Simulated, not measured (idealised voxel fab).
process module | voxel wiring stack
cross-section cut | 230 nm wide | cells 5 nm
A cross-section is a grid of square cells, given in bands from the top down. A band is one or more rows of cells.
Each band's line starts with the height of the band's top and of its bottom, in nm. Then come its materials from left to right, each with its width in nm. One material with "throughout" fills the band from edge to edge. "air" is empty space.
Height 0 is the level under which the wafer as received is all one material. The lowest band goes on downwards, as in "0 down".
A width such as "30 to 40" changes by the same amount from each row of cells to the next, from the band's top row to its bottom row.
"no change" after a step means that no cell of the cross-section changed.
closed voids: empty space of 8 cells or more with no open way to the top, each as width x height at its distance from the left edge, in nm
after a step's settings: what the simulator itself notes on the step
overlay nm, on a step with a mask: how far to the right of its planned place the mask lay; to the left if negative
Each pair below shows a cross-section before one step and the cross-section after it, down to the lowest band that changed. The line under each pair gives the step between them, with its settings. The pairs can come from different runs of this module on the same starting wafer, so a pair continues from the pair above only where its "before" says so.
before
  130 to 110: resist 80 | air 20 | resist 30 | air 20 | resist 80
  110 to 85: lowk throughout
  85 to 80: SiCN throughout
  80 to 75: SiCN 80 | TiN 20 | SiCN 30 | TiN 20 | SiCN 80
  75 to 70: SiCN 75 | lowk 30 | SiCN 20 | lowk 30 | SiCN 75
  70 to 45: lowk throughout
  45 to 40: lowk 75 | Ru 30 | lowk 20 | Ru 30 | lowk 75
  40 to 20: SiO2 80 | TiN 5 | W 10 | TiN 5 | SiO2 30 | TiN 5 | W 10 | TiN 5 | SiO2 80
  20 to 15: SiN 80 | TiN 20 | SiN 30 | TiN 20 | SiN 80
  15 to 0: SiO2 throughout
  0 down: Si throughout
  closed voids: none
after
  130 to 110: resist 80 | air 20 | resist 30 | air 20 | resist 80
  110 to 95: lowk 80 | air 20 | lowk 30 | air 20 | lowk 80
  below 95: unchanged
  closed voids: none
the step between: op DIRECTIONAL_ETCH | etch materials lowk | depth nm 15
before: the cross-section after the pair above
after
  110 to 95: lowk 80 | air 20 | lowk 30 | air 20 | lowk 80
  below 95: unchanged
  closed voids: none
the step between: op STRIP | etch materials resist
before: the cross-section after the pair above
after
  130 to 110: resist 80 | air 15 | resist 35 | air 15 | resist 85
  110 to 95: lowk 80 | air 15 | resist 5 | lowk 30 | air 15 | resist 5 | lowk 80
  below 95: unchanged
  closed voids: none
the step between: op PATTERN | tone open | mask id METAL_3_HOLES | material resist | width nm 15 | pitch nm 50 | thk nm 20 | overlay nm 0
before: the cross-section after the pair above
after
  130 to 110: resist 80 | air 15 | resist 35 | air 15 | resist 85
  110 to 95: lowk 80 | air 15 | resist 5 | lowk 30 | air 15 | resist 5 | lowk 80
  95 to 85: lowk 80 | air 15 | lowk 35 | air 15 | lowk 85
  below 85: unchanged
  closed voids: none
the step between: op DIRECTIONAL_ETCH | etch materials lowk | depth nm 10
before: the cross-section after the pair above
after
  130 to 110: resist 80 | air 15 | resist 35 | air 15 | resist 85
  110 to 95: lowk 80 | air 15 | resist 5 | lowk 30 | air 15 | resist 5 | lowk 80
  95 to 85: lowk 80 | air 15 | lowk 35 | air 15 | lowk 85
  85 to 80: SiCN 80 | air 15 | SiCN 35 | air 15 | SiCN 85
  below 80: unchanged
  closed voids: none
the step between: op DIRECTIONAL_ETCH | etch materials SiCN | depth nm 5
before: the cross-section after the pair above
after
  110 to 95: lowk 80 | air 20 | lowk 30 | air 20 | lowk 80
  below 95: unchanged
  closed voids: none
the step between: op STRIP | etch materials resist
before: the cross-section after the pair above
after
  115 to 110: TiN 85 | air 10 | TiN 40 | air 10 | TiN 85
  110 to 100: lowk 80 | TiN 5 | air 10 | TiN 5 | lowk 30 | TiN 5 | air 10 | TiN 5 | lowk 80
  100 to 95: lowk 80 | TiN 5 | air 5 | TiN 10 | lowk 30 | TiN 5 | air 5 | TiN 10 | lowk 80
  95 to 85: lowk 80 | TiN 5 | air 5 | TiN 5 | lowk 35 | TiN 5 | air 5 | TiN 5 | lowk 85
  85 to 75: SiCN 80 | TiN 15 to 20 | SiCN 35 to 30 | TiN 15 to 20 | SiCN 85 to 80
  below 75: unchanged
  closed voids: none
the step between: op CONFORMAL_DEP | material TiN | thk nm 5
before: the cross-section after the pair above
after
  125 to 115: Ru throughout
  115 to 110: TiN 85 | Ru 10 | TiN 40 | Ru 10 | TiN 85
  110 to 100: lowk 80 | TiN 5 | Ru 10 | TiN 5 | lowk 30 | TiN 5 | Ru 10 | TiN 5 | lowk 80
  100 to 95: lowk 80 | TiN 5 | Ru 5 | TiN 10 | lowk 30 | TiN 5 | Ru 5 | TiN 10 | lowk 80
  95 to 85: lowk 80 | TiN 5 | Ru 5 | TiN 5 | lowk 35 | TiN 5 | Ru 5 | TiN 5 | lowk 85
  below 85: unchanged
  closed voids: none
the step between: op FILL_DEP | material Ru | thk nm 10
before: the cross-section after the pair above
after
  110 to 100: lowk 80 | TiN 5 | Ru 10 | TiN 5 | lowk 30 | TiN 5 | Ru 10 | TiN 5 | lowk 80
  below 100: unchanged
  closed voids: none
the step between: op CMP | height nm 110
before: the cross-section after the pair above
after
  115 to 110: SiN throughout
  below 110: unchanged
  closed voids: none
the step between: op CONFORMAL_DEP | material SiN | thk nm 5
before
  0 down: Si throughout
  closed voids: none
after
  10 to 0: SiO2 throughout
  below 0: unchanged
  closed voids: none
the step between: op CONFORMAL_DEP | material SiO2 | thk nm 10
before: the cross-section after the pair above
after
  15 to 10: SiN throughout
  below 10: unchanged
  closed voids: none
the step between: op CONFORMAL_DEP | material SiN | thk nm 5
before: the cross-section after the pair above
after
  35 to 15: SiO2 throughout
  below 15: unchanged
  closed voids: none
the step between: op DIRECTIONAL_DEP | material SiO2 | thk nm 20
before: the cross-section after the pair above
after
  45 to 35: aC throughout
  below 35: unchanged
  closed voids: none
the step between: op DIRECTIONAL_DEP | material aC | thk nm 10
before: the cross-section after the pair above
after
  70 to 45: resist 80 | air 20 | resist 30 | air 20 | resist 80
  below 45: unchanged
  closed voids: none
the step between: op PATTERN | tone open | mask id METAL_1 | material resist | width nm 20 | pitch nm 50 | thk nm 25 | overlay nm 0
before: the cross-section after the pair above
after
  60 to 45: resist 80 | air 20 | resist 30 | air 20 | resist 80
  45 to 35: aC 80 | air 20 | aC 30 | air 20 | aC 80
  below 35: unchanged
  closed voids: none
the step between: op DIRECTIONAL_ETCH | etch materials aC | depth nm 10
before: the cross-section after the pair above
after
  45 to 35: aC 80 | air 20 | aC 30 | air 20 | aC 80
  below 35: unchanged
  closed voids: none
the step between: op STRIP | etch materials resist
before: the cross-section after the pair above
after
  45 to 35: aC 80 | air 20 | aC 30 | air 20 | aC 80
  35 to 15: SiO2 80 | air 20 | SiO2 30 | air 20 | SiO2 80
  below 15: unchanged
  closed voids: none
the step between: op DIRECTIONAL_ETCH | etch materials SiO2 | depth nm 20
before: the cross-section after the pair above
after
  45 to 35: aC 80 | air 20 | aC 30 | air 20 | aC 80
  35 to 15: SiO2 80 | air 20 | SiO2 30 | air 20 | SiO2 80
  15 to 10: SiN 80 | air 20 | SiN 30 | air 20 | SiN 80
  below 10: unchanged
  closed voids: none
the step between: op DIRECTIONAL_ETCH | etch materials SiN | depth nm 5
before: the cross-section after the pair above
after
  35 to 15: SiO2 80 | air 20 | SiO2 30 | air 20 | SiO2 80
  below 15: unchanged
  closed voids: none
the step between: op STRIP | etch materials aC
before: the cross-section after the pair above
after
  40 to 35: TiN 85 | air 10 | TiN 40 | air 10 | TiN 85
  35 to 15: SiO2 80 | TiN 5 | air 10 | TiN 5 | SiO2 30 | TiN 5 | air 10 | TiN 5 | SiO2 80
  15 to 10: SiN 80 | TiN 20 | SiN 30 | TiN 20 | SiN 80
  below 10: unchanged
  closed voids: none
the step between: op CONFORMAL_DEP | material TiN | thk nm 5
before: the cross-section after the pair above
after
  50 to 40: W throughout
  40 to 35: TiN 85 | W 10 | TiN 40 | W 10 | TiN 85
  35 to 15: SiO2 80 | TiN 5 | W 10 | TiN 5 | SiO2 30 | TiN 5 | W 10 | TiN 5 | SiO2 80
  below 15: unchanged
  closed voids: none
the step between: op FILL_DEP | material W | thk nm 10
before: the cross-section after the pair above
after
  40 to 35: TiN 85 | W 10 | TiN 40 | W 10 | TiN 85
  below 35: unchanged
  closed voids: none
the step between: op CMP | height nm 40
before: the cross-section after the pair above
after
  45 to 40: Ru throughout
  below 40: unchanged
  closed voids: none
the step between: op EPI | material Ru | thk nm 5
before: the cross-section after the pair above
after
  50 to 45: SiCN throughout
  below 45: unchanged
  closed voids: none
the step between: op FILL_DEP | material SiCN | thk nm 5
before: the cross-section after the pair above
after
  80 to 50: lowk throughout
  below 50: unchanged
  closed voids: none
the step between: op DIRECTIONAL_DEP | material lowk | thk nm 30
before: the cross-section after the pair above
after
  80 to 50: lowk 80 | air 15 | lowk 35 | air 15 | lowk 85
  below 50: unchanged
  closed voids: none
the step between: op MASKED_ETCH | tone open | mask id METAL_2_HOLES | width nm 15 | pitch nm 50 | etch materials lowk | depth nm 30 | overlay nm 0
before: the cross-section after the pair above
after
  80 to 65: lowk 80 | air 20 | lowk 30 | air 20 | lowk 80
  below 65: unchanged
  closed voids: none
the step between: op MASKED_ETCH | tone open | mask id METAL_2 | width nm 20 | pitch nm 50 | etch materials lowk | depth nm 15 | overlay nm 0
before: the cross-section after the pair above
after
  80 to 65: lowk 80 | air 20 | lowk 30 | air 20 | lowk 80
  65 to 50: lowk 80 | air 15 | lowk 35 | air 15 | lowk 85
  50 to 45: SiCN 80 | air 15 | SiCN 35 | air 15 | SiCN 85
  below 45: unchanged
  closed voids: none
the step between: op MASKED_ETCH | tone open | mask id METAL_2 | width nm 20 | pitch nm 50 | etch materials SiCN | depth nm 5 | overlay nm 0
before: the cross-section after the pair above
after
  85 to 80: TiN 85 | air 10 | TiN 40 | air 10 | TiN 85
  80 to 70: lowk 80 | TiN 5 | air 10 | TiN 5 | lowk 30 | TiN 5 | air 10 | TiN 5 | lowk 80
  70 to 65: lowk 80 | TiN 5 | air 5 | TiN 10 | lowk 30 | TiN 5 | air 5 | TiN 10 | lowk 80
  65 to 50: lowk 80 | TiN 5 | air 5 | TiN 5 | lowk 35 | TiN 5 | air 5 | TiN 5 | lowk 85
  50 to 45: SiCN 80 | TiN 15 | SiCN 35 | TiN 15 | SiCN 85
  below 45: unchanged
  closed voids: none
the step between: op CONFORMAL_DEP | material TiN | thk nm 5
before: the cross-section after the pair above
after
  90 to 85: Cu throughout
  85 to 80: TiN 85 | Cu 10 | TiN 40 | Cu 10 | TiN 85
  80 to 70: lowk 80 | TiN 5 | Cu 10 | TiN 5 | lowk 30 | TiN 5 | Cu 10 | TiN 5 | lowk 80
  70 to 65: lowk 80 | TiN 5 | Cu 5 | TiN 10 | lowk 30 | TiN 5 | Cu 5 | TiN 10 | lowk 80
  65 to 50: lowk 80 | TiN 5 | Cu 5 | TiN 5 | lowk 35 | TiN 5 | Cu 5 | TiN 5 | lowk 85
  below 50: unchanged
  closed voids: none
the step between: op FILL_DEP | material Cu | thk nm 5
before: the cross-section after the pair above
after
  80 to 70: lowk 80 | TiN 5 | Cu 10 | TiN 5 | lowk 30 | TiN 5 | Cu 10 | TiN 5 | lowk 80
  below 70: unchanged
  closed voids: none
the step between: op CMP | height nm 80
before: the cross-section after the pair above
after
  85 to 80: SiCN throughout
  below 80: unchanged
  closed voids: none
the step between: op CONFORMAL_DEP | material SiCN | thk nm 5
before: the cross-section after the pair above
after
  110 to 85: lowk throughout
  below 85: unchanged
  closed voids: none
the step between: op DIRECTIONAL_DEP | material lowk | thk nm 25
before: the cross-section after the pair above
after
  130 to 110: resist 80 | air 20 | resist 30 | air 20 | resist 80
  below 110: unchanged
  closed voids: none
the step between: op PATTERN | tone open | mask id METAL_3 | material resist | width nm 20 | pitch nm 50 | thk nm 20 | overlay nm 0
before: the cross-section after the pair above
after
  130 to 110: resist 80 | air 20 | resist 30 | air 20 | resist 80
  110 to 95: lowk 80 | air 20 | lowk 30 | air 20 | lowk 80
  below 95: unchanged
  closed voids: none
the step between: op DIRECTIONAL_ETCH | etch materials lowk | depth nm 15
before: the cross-section after the pair above
after
  110 to 95: lowk 80 | air 20 | lowk 30 | air 20 | lowk 80
  below 95: unchanged
  closed voids: none
the step between: op STRIP | etch materials resist
before: the cross-section after the pair above
after
  130 to 110: resist 80 | air 15 | resist 35 | air 15 | resist 85
  110 to 95: lowk 80 | air 15 | resist 5 | lowk 30 | air 15 | resist 5 | lowk 80
  below 95: unchanged
  closed voids: none
the step between: op PATTERN | tone open | mask id METAL_3_HOLES | material resist | width nm 15 | pitch nm 50 | thk nm 20 | overlay nm 0
before: the cross-section after the pair above
after
  130 to 110: resist 80 | air 15 | resist 35 | air 15 | resist 85
  110 to 95: lowk 80 | air 15 | resist 5 | lowk 30 | air 15 | resist 5 | lowk 80
  95 to 85: lowk 80 | air 15 | lowk 35 | air 15 | lowk 85
  below 85: unchanged
  closed voids: none
the step between: op DIRECTIONAL_ETCH | etch materials lowk | depth nm 10
before: the cross-section after the pair above
after
  130 to 110: resist 80 | air 15 | resist 35 | air 15 | resist 85
  110 to 95: lowk 80 | air 15 | resist 5 | lowk 30 | air 15 | resist 5 | lowk 80
  95 to 85: lowk 80 | air 15 | lowk 35 | air 15 | lowk 85
  85 to 80: SiCN 80 | air 15 | SiCN 35 | air 15 | SiCN 85
  below 80: unchanged
  closed voids: none
the step between: op DIRECTIONAL_ETCH | etch materials SiCN | depth nm 5
before: the cross-section after the pair above
after
  110 to 95: lowk 80 | air 20 | lowk 30 | air 20 | lowk 80
  below 95: unchanged
  closed voids: none
the step between: op STRIP | etch materials resist
before: the cross-section after the pair above
after
  115 to 110: TiN 85 | air 10 | TiN 40 | air 10 | TiN 85
  110 to 100: lowk 80 | TiN 5 | air 10 | TiN 5 | lowk 30 | TiN 5 | air 10 | TiN 5 | lowk 80
  100 to 95: lowk 80 | TiN 5 | air 5 | TiN 10 | lowk 30 | TiN 5 | air 5 | TiN 10 | lowk 80
  95 to 85: lowk 80 | TiN 5 | air 5 | TiN 5 | lowk 35 | TiN 5 | air 5 | TiN 5 | lowk 85
  85 to 80: SiCN 80 | TiN 15 | SiCN 35 | TiN 15 | SiCN 85
  below 80: unchanged
  closed voids: none
the step between: op CONFORMAL_DEP | material TiN | thk nm 5
before: the cross-section after the pair above
after
  125 to 115: Ru throughout
  115 to 110: TiN 85 | Ru 10 | TiN 40 | Ru 10 | TiN 85
  110 to 100: lowk 80 | TiN 5 | Ru 10 | TiN 5 | lowk 30 | TiN 5 | Ru 10 | TiN 5 | lowk 80
  100 to 95: lowk 80 | TiN 5 | Ru 5 | TiN 10 | lowk 30 | TiN 5 | Ru 5 | TiN 10 | lowk 80
  95 to 85: lowk 80 | TiN 5 | Ru 5 | TiN 5 | lowk 35 | TiN 5 | Ru 5 | TiN 5 | lowk 85
  below 85: unchanged
  closed voids: none
the step between: op FILL_DEP | material Ru | thk nm 10
before: the cross-section after the pair above
after
  110 to 100: lowk 80 | TiN 5 | Ru 10 | TiN 5 | lowk 30 | TiN 5 | Ru 10 | TiN 5 | lowk 80
  below 100: unchanged
  closed voids: none
the step between: op CMP | height nm 110
before: the cross-section after the pair above
after
  115 to 110: SiN throughout
  below 110: unchanged
  closed voids: none
the step between: op CONFORMAL_DEP | material SiN | thk nm 5
before
  80 to 50: lowk 80 | air 15 | lowk 35 | air 15 | lowk 85
  50 to 45: SiCN throughout
  45 to 40: SiCN 75 | Ru 30 | SiCN 20 | Ru 30 | SiCN 75
  40 to 20: SiO2 80 | TiN 5 | W 10 | TiN 5 | SiO2 30 | TiN 5 | W 10 | TiN 5 | SiO2 80
  20 to 15: SiN 80 | TiN 20 | SiN 30 | TiN 20 | SiN 80
  15 to 0: SiO2 throughout
  0 down: Si throughout
  closed voids: none
after
  80 to 65: lowk 75 | air 30 | lowk 20 | air 30 | lowk 75
  below 65: unchanged
  closed voids: none
the step between: op MASKED_ETCH | tone open | mask id METAL_2 | width nm 30 | pitch nm 50 | etch materials lowk | depth nm 15 | overlay nm 0
before: the cross-section after the pair above
after
  80 to 65: lowk 75 | air 30 | lowk 20 | air 30 | lowk 75
  65 to 50: lowk 80 | air 15 | lowk 35 | air 15 | lowk 85
  50 to 45: SiCN 80 | air 15 | SiCN 35 | air 15 | SiCN 85
  below 45: unchanged
  closed voids: none
the step between: op MASKED_ETCH | tone open | mask id METAL_2 | width nm 20 | pitch nm 50 | etch materials SiCN | depth nm 5 | overlay nm 0
before: the cross-section after the pair above
after
  85 to 80: TiN 80 | air 20 | TiN 30 | air 20 | TiN 80
  80 to 70: lowk 75 | TiN 5 | air 20 | TiN 5 | lowk 20 | TiN 5 | air 20 | TiN 5 | lowk 75
  70 to 65: lowk 75 | TiN 10 | air 5 | TiN 15 | lowk 20 | TiN 10 | air 5 | TiN 15 | lowk 75
  65 to 50: lowk 80 | TiN 5 | air 5 | TiN 5 | lowk 35 | TiN 5 | air 5 | TiN 5 | lowk 85
  50 to 45: SiCN 80 | TiN 15 | SiCN 35 | TiN 15 | SiCN 85
  below 45: unchanged
  closed voids: none
the step between: op CONFORMAL_DEP | material TiN | thk nm 5
before: the cross-section after the pair above
after
  90 to 85: Cu throughout
  85 to 80: TiN 80 | Cu 20 | TiN 30 | Cu 20 | TiN 80
  80 to 70: lowk 75 | TiN 5 | Cu 20 | TiN 5 | lowk 20 | TiN 5 | Cu 20 | TiN 5 | lowk 75
  70 to 65: lowk 75 | TiN 10 | Cu 5 | TiN 15 | lowk 20 | TiN 10 | Cu 5 | TiN 15 | lowk 75
  65 to 50: lowk 80 | TiN 5 | Cu 5 | TiN 5 | lowk 35 | TiN 5 | Cu 5 | TiN 5 | lowk 85
  below 50: unchanged
  closed voids: none
the step between: op FILL_DEP | material Cu | thk nm 5
before: the cross-section after the pair above
after
  80 to 70: lowk 75 | TiN 5 | Cu 20 | TiN 5 | lowk 20 | TiN 5 | Cu 20 | TiN 5 | lowk 75
  below 70: unchanged
  closed voids: none
the step between: op CMP | height nm 80
before: the cross-section after the pair above
after
  85 to 80: SiCN throughout
  below 80: unchanged
  closed voids: none
the step between: op CONFORMAL_DEP | material SiCN | thk nm 5
before: the cross-section after the pair above
after
  110 to 85: lowk throughout
  below 85: unchanged
  closed voids: none
the step between: op DIRECTIONAL_DEP | material lowk | thk nm 25
before: the cross-section after the pair above
after
  130 to 110: resist 80 | air 20 | resist 30 | air 20 | resist 80
  below 110: unchanged
  closed voids: none
the step between: op PATTERN | tone open | mask id METAL_3 | material resist | width nm 20 | pitch nm 50 | thk nm 20 | overlay nm 0
before: the cross-section after the pair above
after
  130 to 110: resist 80 | air 20 | resist 30 | air 20 | resist 80
  110 to 95: lowk 80 | air 20 | lowk 30 | air 20 | lowk 80
  below 95: unchanged
  closed voids: none
the step between: op DIRECTIONAL_ETCH | etch materials lowk | depth nm 15
before: the cross-section after the pair above
after
  110 to 95: lowk 80 | air 20 | lowk 30 | air 20 | lowk 80
  below 95: unchanged
  closed voids: none
the step between: op STRIP | etch materials resist
before: the cross-section after the pair above
after
  130 to 110: resist 80 | air 15 | resist 35 | air 15 | resist 85
  110 to 95: lowk 80 | air 15 | resist 5 | lowk 30 | air 15 | resist 5 | lowk 80
  below 95: unchanged
  closed voids: none
the step between: op PATTERN | tone open | mask id METAL_3_HOLES | material resist | width nm 15 | pitch nm 50 | thk nm 20 | overlay nm 0
before: the cross-section after the pair above
after
  130 to 110: resist 80 | air 15 | resist 35 | air 15 | resist 85
  110 to 95: lowk 80 | air 15 | resist 5 | lowk 30 | air 15 | resist 5 | lowk 80
  95 to 85: lowk 80 | air 15 | lowk 35 | air 15 | lowk 85
  below 85: unchanged
  closed voids: none
the step between: op DIRECTIONAL_ETCH | etch materials lowk | depth nm 10
before: the cross-section after the pair above
after
  130 to 110: resist 80 | air 15 | resist 35 | air 15 | resist 85
  110 to 95: lowk 80 | air 15 | resist 5 | lowk 30 | air 15 | resist 5 | lowk 80
  95 to 85: lowk 80 | air 15 | lowk 35 | air 15 | lowk 85
  85 to 80: SiCN 80 | air 15 | SiCN 35 | air 15 | SiCN 85
  below 80: unchanged
  closed voids: none
the step between: op DIRECTIONAL_ETCH | etch materials SiCN | depth nm 5
before: the cross-section after the pair above
after
  110 to 95: lowk 80 | air 20 | lowk 30 | air 20 | lowk 80
  below 95: unchanged
  closed voids: none
the step between: op STRIP | etch materials resist
before: the cross-section after the pair above
after
  115 to 110: TiN 85 | air 10 | TiN 40 | air 10 | TiN 85
  110 to 100: lowk 80 | TiN 5 | air 10 | TiN 5 | lowk 30 | TiN 5 | air 10 | TiN 5 | lowk 80
  100 to 95: lowk 80 | TiN 5 | air 5 | TiN 10 | lowk 30 | TiN 5 | air 5 | TiN 10 | lowk 80
  95 to 85: lowk 80 | TiN 5 | air 5 | TiN 5 | lowk 35 | TiN 5 | air 5 | TiN 5 | lowk 85
  85 to 80: SiCN 80 | TiN 15 | SiCN 35 | TiN 15 | SiCN 85
  below 80: unchanged
  closed voids: none
the step between: op CONFORMAL_DEP | material TiN | thk nm 5
before: the cross-section after the pair above
after
  125 to 115: Ru throughout
  115 to 110: TiN 85 | Ru 10 | TiN 40 | Ru 10 | TiN 85
  110 to 100: lowk 80 | TiN 5 | Ru 10 | TiN 5 | lowk 30 | TiN 5 | Ru 10 | TiN 5 | lowk 80
  100 to 95: lowk 80 | TiN 5 | Ru 5 | TiN 10 | lowk 30 | TiN 5 | Ru 5 | TiN 10 | lowk 80
  95 to 85: lowk 80 | TiN 5 | Ru 5 | TiN 5 | lowk 35 | TiN 5 | Ru 5 | TiN 5 | lowk 85
  below 85: unchanged
  closed voids: none
the step between: op FILL_DEP | material Ru | thk nm 10
before: the cross-section after the pair above
after
  110 to 100: lowk 80 | TiN 5 | Ru 10 | TiN 5 | lowk 30 | TiN 5 | Ru 10 | TiN 5 | lowk 80
  below 100: unchanged
  closed voids: none
the step between: op CMP | height nm 110
before: the cross-section after the pair above
after
  115 to 110: SiN throughout
  below 110: unchanged
  closed voids: none
the step between: op CONFORMAL_DEP | material SiN | thk nm 5
before
  80 to 65: lowk 80 | air 20 | lowk 30 | air 20 | lowk 80
  65 to 50: lowk 80 | air 15 | lowk 35 | air 15 | lowk 85
  50 to 45: SiCN throughout
  45 to 40: SiCN 75 | Ru 30 | SiCN 20 | Ru 30 | SiCN 75
  40 to 20: SiO2 80 | TiN 5 | W 10 | TiN 5 | SiO2 30 | TiN 5 | W 10 | TiN 5 | SiO2 80
  20 to 15: SiN 80 | TiN 20 | SiN 30 | TiN 20 | SiN 80
  15 to 0: SiO2 throughout
  0 down: Si throughout
  closed voids: none
after
  80 to 65: lowk 80 | air 20 | lowk 30 | air 20 | lowk 80
  65 to 50: lowk 80 | air 15 | lowk 35 | air 15 | lowk 85
  50 to 45: SiCN 80 | air 10 | SiCN 40 | air 10 | SiCN 90
  below 45: unchanged
  closed voids: none
the step between: op MASKED_ETCH | tone open | mask id METAL_2 | width nm 20 | pitch nm 50 | etch materials SiCN | depth nm 5 | overlay nm -10
before: the cross-section after the pair above
after
  85 to 80: TiN 85 | air 10 | TiN 40 | air 10 | TiN 85
  80 to 70: lowk 80 | TiN 5 | air 10 | TiN 5 | lowk 30 | TiN 5 | air 10 | TiN 5 | lowk 80
  70 to 65: lowk 80 | TiN 5 | air 5 | TiN 10 | lowk 30 | TiN 5 | air 5 | TiN 10 | lowk 80
  65 to 55: lowk 80 | TiN 5 | air 5 | TiN 5 | lowk 35 | TiN 5 | air 5 | TiN 5 | lowk 85
  55 to 50: lowk 80 | TiN 15 | lowk 35 | TiN 15 | lowk 85
  50 to 45: SiCN 80 | TiN 10 | SiCN 40 | TiN 10 | SiCN 90
  below 45: unchanged
  closed voids: none
the step between: op CONFORMAL_DEP | material TiN | thk nm 5
before: the cross-section after the pair above
after
  90 to 85: Cu throughout
  85 to 80: TiN 85 | Cu 10 | TiN 40 | Cu 10 | TiN 85
  80 to 70: lowk 80 | TiN 5 | Cu 10 | TiN 5 | lowk 30 | TiN 5 | Cu 10 | TiN 5 | lowk 80
  70 to 65: lowk 80 | TiN 5 | Cu 5 | TiN 10 | lowk 30 | TiN 5 | Cu 5 | TiN 10 | lowk 80
  65 to 55: lowk 80 | TiN 5 | Cu 5 | TiN 5 | lowk 35 | TiN 5 | Cu 5 | TiN 5 | lowk 85
  below 55: unchanged
  closed voids: none
the step between: op FILL_DEP | material Cu | thk nm 5
before: the cross-section after the pair above
after
  80 to 70: lowk 80 | TiN 5 | Cu 10 | TiN 5 | lowk 30 | TiN 5 | Cu 10 | TiN 5 | lowk 80
  below 70: unchanged
  closed voids: none
the step between: op CMP | height nm 80
before: the cross-section after the pair above
after
  85 to 80: SiCN throughout
  below 80: unchanged
  closed voids: none
the step between: op CONFORMAL_DEP | material SiCN | thk nm 5
before: the cross-section after the pair above
after
  110 to 85: lowk throughout
  below 85: unchanged
  closed voids: none
the step between: op DIRECTIONAL_DEP | material lowk | thk nm 25
before: the cross-section after the pair above
after
  130 to 110: resist 80 | air 20 | resist 30 | air 20 | resist 80
  below 110: unchanged
  closed voids: none
the step between: op PATTERN | tone open | mask id METAL_3 | material resist | width nm 20 | pitch nm 50 | thk nm 20 | overlay nm 0
before: the cross-section after the pair above
after
  130 to 110: resist 80 | air 20 | resist 30 | air 20 | resist 80
  110 to 95: lowk 80 | air 20 | lowk 30 | air 20 | lowk 80
  below 95: unchanged
  closed voids: none
the step between: op DIRECTIONAL_ETCH | etch materials lowk | depth nm 15
before: the cross-section after the pair above
after
  110 to 95: lowk 80 | air 20 | lowk 30 | air 20 | lowk 80
  below 95: unchanged
  closed voids: none
the step between: op STRIP | etch materials resist
before: the cross-section after the pair above
after
  130 to 110: resist 80 | air 15 | resist 35 | air 15 | resist 85
  110 to 95: lowk 80 | air 15 | resist 5 | lowk 30 | air 15 | resist 5 | lowk 80
  below 95: unchanged
  closed voids: none
the step between: op PATTERN | tone open | mask id METAL_3_HOLES | material resist | width nm 15 | pitch nm 50 | thk nm 20 | overlay nm 0
before: the cross-section after the pair above
after
  130 to 110: resist 80 | air 15 | resist 35 | air 15 | resist 85
  110 to 95: lowk 80 | air 15 | resist 5 | lowk 30 | air 15 | resist 5 | lowk 80
  95 to 85: lowk 80 | air 15 | lowk 35 | air 15 | lowk 85
  below 85: unchanged
  closed voids: none
the step between: op DIRECTIONAL_ETCH | etch materials lowk | depth nm 10
before: the cross-section after the pair above
after
  130 to 110: resist 80 | air 15 | resist 35 | air 15 | resist 85
  110 to 95: lowk 80 | air 15 | resist 5 | lowk 30 | air 15 | resist 5 | lowk 80
  95 to 85: lowk 80 | air 15 | lowk 35 | air 15 | lowk 85
  85 to 80: SiCN 80 | air 15 | SiCN 35 | air 15 | SiCN 85
  below 80: unchanged
  closed voids: none
the step between: op DIRECTIONAL_ETCH | etch materials SiCN | depth nm 5
before: the cross-section after the pair above
after
  110 to 95: lowk 80 | air 20 | lowk 30 | air 20 | lowk 80
  below 95: unchanged
  closed voids: none
the step between: op STRIP | etch materials resist
before: the cross-section after the pair above
after
  115 to 110: TiN 85 | air 10 | TiN 40 | air 10 | TiN 85
  110 to 100: lowk 80 | TiN 5 | air 10 | TiN 5 | lowk 30 | TiN 5 | air 10 | TiN 5 | lowk 80
  100 to 95: lowk 80 | TiN 5 | air 5 | TiN 10 | lowk 30 | TiN 5 | air 5 | TiN 10 | lowk 80
  95 to 85: lowk 80 | TiN 5 | air 5 | TiN 5 | lowk 35 | TiN 5 | air 5 | TiN 5 | lowk 85
  85 to 80: SiCN 80 | TiN 15 | SiCN 35 | TiN 15 | SiCN 85
  below 80: unchanged
  closed voids: none
the step between: op CONFORMAL_DEP | material TiN | thk nm 5
before: the cross-section after the pair above
after
  125 to 115: Ru throughout
  115 to 110: TiN 85 | Ru 10 | TiN 40 | Ru 10 | TiN 85
  110 to 100: lowk 80 | TiN 5 | Ru 10 | TiN 5 | lowk 30 | TiN 5 | Ru 10 | TiN 5 | lowk 80
  100 to 95: lowk 80 | TiN 5 | Ru 5 | TiN 10 | lowk 30 | TiN 5 | Ru 5 | TiN 10 | lowk 80
  95 to 85: lowk 80 | TiN 5 | Ru 5 | TiN 5 | lowk 35 | TiN 5 | Ru 5 | TiN 5 | lowk 85
  below 85: unchanged
  closed voids: none
the step between: op FILL_DEP | material Ru | thk nm 10
before: the cross-section after the pair above
after
  110 to 100: lowk 80 | TiN 5 | Ru 10 | TiN 5 | lowk 30 | TiN 5 | Ru 10 | TiN 5 | lowk 80
  below 100: unchanged
  closed voids: none
the step between: op CMP | height nm 110
before: the cross-section after the pair above
after
  115 to 110: SiN throughout
  below 110: unchanged
  closed voids: none
the step between: op CONFORMAL_DEP | material SiN | thk nm 5
before
  40 to 20: SiO2 80 | air 20 | SiO2 30 | air 20 | SiO2 80
  20 to 15: SiN 80 | air 20 | SiN 30 | air 20 | SiN 80
  15 to 0: SiO2 throughout
  0 down: Si throughout
  closed voids: none
after
  45 to 40: SiN 85 | air 10 | SiN 40 | air 10 | SiN 85
  40 to 20: SiO2 80 | SiN 5 | air 10 | SiN 5 | SiO2 30 | SiN 5 | air 10 | SiN 5 | SiO2 80
  20 to 15: SiN throughout
  below 15: unchanged
  closed voids: none
the step between: op CONFORMAL_DEP | material SiN | thk nm 5
before: the cross-section after the pair above
after
  55 to 45: W throughout
  45 to 40: SiN 85 | W 10 | SiN 40 | W 10 | SiN 85
  40 to 20: SiO2 80 | SiN 5 | W 10 | SiN 5 | SiO2 30 | SiN 5 | W 10 | SiN 5 | SiO2 80
  below 20: unchanged
  closed voids: none
the step between: op FILL_DEP | material W | thk nm 10
before: the cross-section after the pair above
after
  40 to 20: SiO2 80 | SiN 5 | W 10 | SiN 5 | SiO2 30 | SiN 5 | W 10 | SiN 5 | SiO2 80
  below 20: unchanged
  closed voids: none
the step between: op CMP | height nm 40
before: the cross-section after the pair above
after
  45 to 40: air 80 | Ru 20 | air 30 | Ru 20 | air 80
  below 40: unchanged
  closed voids: none
the step between: op EPI | material Ru | thk nm 5
before: the cross-section after the pair above
after
  50 to 45: SiCN throughout
  45 to 40: SiCN 80 | Ru 20 | SiCN 30 | Ru 20 | SiCN 80
  below 40: unchanged
  closed voids: none
the step between: op FILL_DEP | material SiCN | thk nm 5
before: the cross-section after the pair above
after
  80 to 50: lowk throughout
  below 50: unchanged
  closed voids: none
the step between: op DIRECTIONAL_DEP | material lowk | thk nm 30
